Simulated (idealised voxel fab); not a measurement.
The process module that follows is named voxel gate over fins.
Shown is cross-section cut, with a width of 150 nm and square cells of size 5 nm.
Format of a cross-section: grid, square cells. Given as bands. Order: top down. Band: one or more rows of cells.
Each band's line starts with the height of the band's top and of its bottom, in nm. Then come its materials from left to right, each with its width in nm. One material with "throughout" fills the band from edge to edge. "air" is empty space.
Below 0: as-received wafer, all one material; heights counted from there. Lowest band: no bottom, goes on down, written "0 nm and below".
Width: "30->40" (first number = top row, second number = bottom row, same change from row to row of cells).
When a step is marked "no change", none of the cells in the cross-section changed during that step.
If an empty space has no open way to the top and is at least 8 cells in size, "Cavities, closed" lists it, written width x height at distance, where distance is measured from the left edge and every value is in nm.
Formally, on a step line, whatever follows the settings is a remark that the simulator itself makes on the step.
For masked steps, "overlay nm" on the step line gives how far right of plan the mask actually lay; a minus sign means it lay to the left.
The process steps that were planned are listed below
1: RECEIVE, material Si
2: CONFORMAL_DEP, material SiN, thk nm 10
3: PATTERN, tone cover, mask id FINS, material resist, width nm 15, pitch nm 35, thk nm 15, overlay nm 0
4: DIRECTIONAL_ETCH, etch materials SiN, depth nm 10
5: DIRECTIONAL_ETCH, etch materials Si, depth nm 35
6: STRIP, etch materials resist
7: OXIDIZE, depth nm 5
8: FILL_DEP, material SiO2, thk nm 5
9: CMP, height nm 10
10: SELECTIVE_ETCH, etch materials SiO2, depth nm 25
11: STRIP, etch materials SiN
12: CONFORMAL_DEP, material HfO2, thk nm 5
13: CONFORMAL_DEP, material TiN, thk nm 5
14: FILL_DEP, material W, thk nm 15
15: CMP, height nm 20
16: CONFORMAL_DEP, material SiCN, thk nm 10
Shown in cross-section is the wafer as received, that is, as it stands after step 1
- 0 nm and below | Si throughout
- Cavities, closed: none
Module complete, cross-section. Starting point and plan per above. One mistake made in running the module
- 30 nm to 20 nm | SiCN throughout
- 20 nm to 10 nm | W throughout
- 10 nm to 5 nm | 35 of W; 25 of TiN; 10 of W; 25 of TiN; 55 of W
- 5 nm to 0 nm | 35 of W; 5 of TiN; 15 of HfO2; 5 of TiN; 10 of W; 5 of TiN; 15 of HfO2; 5 of TiN; 55 of W
- 0 nm to -5 nm | 35 of W; 5 of TiN; 5 of HfO2; 5 of Si; 5 of HfO2; 5 of TiN; 10 of W; 5 of TiN; 5 of HfO2; 5 of Si; 5 of HfO2; 5 of TiN; 55 of W
- -5 nm to -10 nm | 40 of TiN; 5 of HfO2; 5 of Si; 5 of HfO2; 20 of TiN; 5 of HfO2; 5 of Si; 5 of HfO2; 60 of TiN
- -10 nm to -15 nm | 45 of HfO2; 5 of Si; 30 of HfO2; 5 of Si; 65 of HfO2
- -15 nm to -40 nm | 45 of SiO2; 5 of Si; 30 of SiO2; 5 of Si; 65 of SiO2
- -40 nm and below | Si throughout
- Cavities, closed: none
The mistake made against the process plan was this: step 3 went in with a setting other than planned; the actual run was PATTERN, tone cover, mask id FINS, material resist, width nm 15, pitch nm 35, thk nm 15, overlay nm -10
